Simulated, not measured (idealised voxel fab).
process module | voxel self aligned vias
cross-section cut | 250 nm wide | cells 5 nm
A cross-section is a grid of square cells, given in bands from the top down. A band is one or more rows of cells.
Each band's line starts with the height of the band's top and of its bottom, in nm. Then come its materials from left to right, each with its width in nm. One material with "throughout" fills the band from edge to edge. "air" is empty space.
Height 0 is the level under which the wafer as received is all one material. The lowest band goes on downwards, as in "0 down".
A width such as "30 to 40" changes by the same amount from each row of cells to the next, from the band's top row to its bottom row.
"no change" after a step means that no cell of the cross-section changed.
closed voids: empty space of 8 cells or more with no open way to the top, each as width x height at its distance from the left edge, in nm
after a step's settings: what the simulator itself notes on the step
overlay nm, on a step with a mask: how far to the right of its planned place the mask lay; to the left if negative
plan
1 op RECEIVE | material Si
2 op CONFORMAL_DEP | material SiO2 | thk nm 15
3 op CONFORMAL_DEP | material SiCN | thk nm 5
4 op DIRECTIONAL_DEP | material lowk | thk nm 25
5 op MASKED_ETCH | tone open | mask id LINES | width nm 25 | pitch nm 60 | etch materials lowk | depth nm 25 | overlay nm 0
6 op CONFORMAL_DEP | material TiN | thk nm 5
7 op FILL_DEP | material W | thk nm 5
8 op CMP | height nm 45
9 op SELECTIVE_ETCH | etch materials W Ru TiN | depth nm 10
10 op FILL_DEP | material SiN | thk nm 5
11 op CMP | height nm 45
12 op DIRECTIONAL_DEP | material lowk | thk nm 20
13 op DIRECTIONAL_DEP | material aC | thk nm 10
14 op PATTERN | tone open | mask id VIAS | material resist | width nm 45 | pitch nm 60 | thk nm 30 | overlay nm 0
15 op DIRECTIONAL_ETCH | etch materials aC | depth nm 10
16 op STRIP | etch materials resist
17 op DIRECTIONAL_ETCH | etch materials lowk | depth nm 20
18 op DIRECTIONAL_ETCH | etch materials SiN | depth nm 10
19 op STRIP | etch materials aC
20 op CONFORMAL_DEP | material TiN | thk nm 5
21 op FILL_DEP | material Cu | thk nm 10
22 op CMP | height nm 65
23 op CONFORMAL_DEP | material SiCN | thk nm 5
first wafer, as planned
as received, after step 1
  0 down: Si throughout
  closed voids: none
after step 2
  15 to 0: SiO2 throughout
  below 0: unchanged
after step 3
  20 to 15: SiCN throughout
  below 15: unchanged
after step 4
  45 to 20: lowk throughout
  below 20: unchanged
after step 5
  45 to 20: lowk 80 | air 25 | lowk 35 | air 25 | lowk 85
  below 20: unchanged
after step 6
  50 to 45: TiN 85 | air 15 | TiN 45 | air 15 | TiN 90
  45 to 25: lowk 80 | TiN 5 | air 15 | TiN 5 | lowk 35 | TiN 5 | air 15 | TiN 5 | lowk 85
  25 to 20: lowk 80 | TiN 25 | lowk 35 | TiN 25 | lowk 85
  below 20: unchanged
after step 7
  55 to 50: W throughout
  50 to 45: TiN 85 | W 15 | TiN 45 | W 15 | TiN 90
  45 to 25: lowk 80 | TiN 5 | W 15 | TiN 5 | lowk 35 | TiN 5 | W 15 | TiN 5 | lowk 85
  below 25: unchanged
after step 8
  45 to 25: lowk 80 | TiN 5 | W 15 | TiN 5 | lowk 35 | TiN 5 | W 15 | TiN 5 | lowk 85
  below 25: unchanged
after step 9
  45 to 35: lowk 80 | air 25 | lowk 35 | air 25 | lowk 85
  below 35: unchanged
after step 10
  50 to 45: SiN throughout
  45 to 35: lowk 80 | SiN 25 | lowk 35 | SiN 25 | lowk 85
  below 35: unchanged
after step 11
  45 to 35: lowk 80 | SiN 25 | lowk 35 | SiN 25 | lowk 85
  below 35: unchanged
after step 12
  65 to 45: lowk throughout
  below 45: unchanged
after step 13
  75 to 65: aC throughout
  below 65: unchanged
after step 14
  105 to 75: resist 70 | air 45 | resist 15 | air 45 | resist 75
  below 75: unchanged
after step 15
  95 to 75: resist 70 | air 45 | resist 15 | air 45 | resist 75
  75 to 65: aC 70 | air 45 | aC 15 | air 45 | aC 75
  below 65: unchanged
after step 16
  75 to 65: aC 70 | air 45 | aC 15 | air 45 | aC 75
  below 65: unchanged
after step 17
  75 to 65: aC 70 | air 45 | aC 15 | air 45 | aC 75
  65 to 45: lowk 70 | air 45 | lowk 15 | air 45 | lowk 75
  below 45: unchanged
after step 18
  75 to 65: aC 70 | air 45 | aC 15 | air 45 | aC 75
  65 to 45: lowk 70 | air 45 | lowk 15 | air 45 | lowk 75
  45 to 35: lowk 80 | air 25 | lowk 35 | air 25 | lowk 85
  below 35: unchanged
after step 19
  65 to 45: lowk 70 | air 45 | lowk 15 | air 45 | lowk 75
  below 45: unchanged
after step 20
  70 to 65: TiN 75 | air 35 | TiN 25 | air 35 | TiN 80
  65 to 50: lowk 70 | TiN 5 | air 35 | TiN 5 | lowk 15 | TiN 5 | air 35 | TiN 5 | lowk 75
  50 to 40: lowk 70 to 80 | TiN 15 to 5 | air 15 | TiN 15 to 5 | lowk 15 to 35 | TiN 15 to 5 | air 15 | TiN 15 to 5 | lowk 75 to 85
  40 to 35: lowk 80 | TiN 25 | lowk 35 | TiN 25 | lowk 85
  below 35: unchanged
after step 21
  80 to 70: Cu throughout
  70 to 65: TiN 75 | Cu 35 | TiN 25 | Cu 35 | TiN 80
  65 to 50: lowk 70 | TiN 5 | Cu 35 | TiN 5 | lowk 15 | TiN 5 | Cu 35 | TiN 5 | lowk 75
  50 to 40: lowk 70 to 80 | TiN 15 to 5 | Cu 15 | TiN 15 to 5 | lowk 15 to 35 | TiN 15 to 5 | Cu 15 | TiN 15 to 5 | lowk 75 to 85
  below 40: unchanged
after step 22
  65 to 50: lowk 70 | TiN 5 | Cu 35 | TiN 5 | lowk 15 | TiN 5 | Cu 35 | TiN 5 | lowk 75
  below 50: unchanged
after step 23
  70 to 65: SiCN throughout
  below 65: unchanged
second wafer: like start, like plan, one mistake. Through step 1 it matches the first wafer
when step 2 should have ended
  5 to 0: SiCN throughout
  below 0: unchanged
when step 3 should have ended
  20 to 5: SiO2 throughout
  below 5: unchanged
when step 4 should have ended
  45 to 20: lowk throughout
  below 20: unchanged
when step 5 should have ended
  45 to 20: lowk 80 | air 25 | lowk 35 | air 25 | lowk 85
  below 20: unchanged
when step 6 should have ended
  50 to 45: TiN 85 | air 15 | TiN 45 | air 15 | TiN 90
  45 to 25: lowk 80 | TiN 5 | air 15 | TiN 5 | lowk 35 | TiN 5 | air 15 | TiN 5 | lowk 85
  25 to 20: lowk 80 | TiN 25 | lowk 35 | TiN 25 | lowk 85
  below 20: unchanged
when step 7 should have ended
  55 to 50: W throughout
  50 to 45: TiN 85 | W 15 | TiN 45 | W 15 | TiN 90
  45 to 25: lowk 80 | TiN 5 | W 15 | TiN 5 | lowk 35 | TiN 5 | W 15 | TiN 5 | lowk 85
  below 25: unchanged
when step 8 should have ended
  45 to 25: lowk 80 | TiN 5 | W 15 | TiN 5 | lowk 35 | TiN 5 | W 15 | TiN 5 | lowk 85
  below 25: unchanged
when step 9 should have ended
  45 to 35: lowk 80 | air 25 | lowk 35 | air 25 | lowk 85
  below 35: unchanged
when step 10 should have ended
  50 to 45: SiN throughout
  45 to 35: lowk 80 | SiN 25 | lowk 35 | SiN 25 | lowk 85
  below 35: unchanged
when step 11 should have ended
  45 to 35: lowk 80 | SiN 25 | lowk 35 | SiN 25 | lowk 85
  below 35: unchanged
when step 12 should have ended
  65 to 45: lowk throughout
  below 45: unchanged
when step 13 should have ended
  75 to 65: aC throughout
  below 65: unchanged
when step 14 should have ended
  105 to 75: resist 70 | air 45 | resist 15 | air 45 | resist 75
  below 75: unchanged
when step 15 should have ended
  95 to 75: resist 70 | air 45 | resist 15 | air 45 | resist 75
  75 to 65: aC 70 | air 45 | aC 15 | air 45 | aC 75
  below 65: unchanged
when step 16 should have ended
  75 to 65: aC 70 | air 45 | aC 15 | air 45 | aC 75
  below 65: unchanged
when step 17 should have ended
  75 to 65: aC 70 | air 45 | aC 15 | air 45 | aC 75
  65 to 45: lowk 70 | air 45 | lowk 15 | air 45 | lowk 75
  below 45: unchanged
when step 18 should have ended
  75 to 65: aC 70 | air 45 | aC 15 | air 45 | aC 75
  65 to 45: lowk 70 | air 45 | lowk 15 | air 45 | lowk 75
  45 to 35: lowk 80 | air 25 | lowk 35 | air 25 | lowk 85
  below 35: unchanged
when step 19 should have ended
  65 to 45: lowk 70 | air 45 | lowk 15 | air 45 | lowk 75
  below 45: unchanged
when step 20 should have ended
  70 to 65: TiN 75 | air 35 | TiN 25 | air 35 | TiN 80
  65 to 50: lowk 70 | TiN 5 | air 35 | TiN 5 | lowk 15 | TiN 5 | air 35 | TiN 5 | lowk 75
  50 to 40: lowk 70 to 80 | TiN 15 to 5 | air 15 | TiN 15 to 5 | lowk 15 to 35 | TiN 15 to 5 | air 15 | TiN 15 to 5 | lowk 75 to 85
  40 to 35: lowk 80 | TiN 25 | lowk 35 | TiN 25 | lowk 85
  below 35: unchanged
when step 21 should have ended
  80 to 70: Cu throughout
  70 to 65: TiN 75 | Cu 35 | TiN 25 | Cu 35 | TiN 80
  65 to 50: lowk 70 | TiN 5 | Cu 35 | TiN 5 | lowk 15 | TiN 5 | Cu 35 | TiN 5 | lowk 75
  50 to 40: lowk 70 to 80 | TiN 15 to 5 | Cu 15 | TiN 15 to 5 | lowk 15 to 35 | TiN 15 to 5 | Cu 15 | TiN 15 to 5 | lowk 75 to 85
  below 40: unchanged
when step 22 should have ended
  65 to 50: lowk 70 | TiN 5 | Cu 35 | TiN 5 | lowk 15 | TiN 5 | Cu 35 | TiN 5 | lowk 75
  below 50: unchanged
when step 23 should have ended
  70 to 65: SiCN throughout
  below 65: unchanged
what went wrong: steps 2 and 3 were swapped
at the end the second wafer has, in cells: as many of each material as the first, in other places
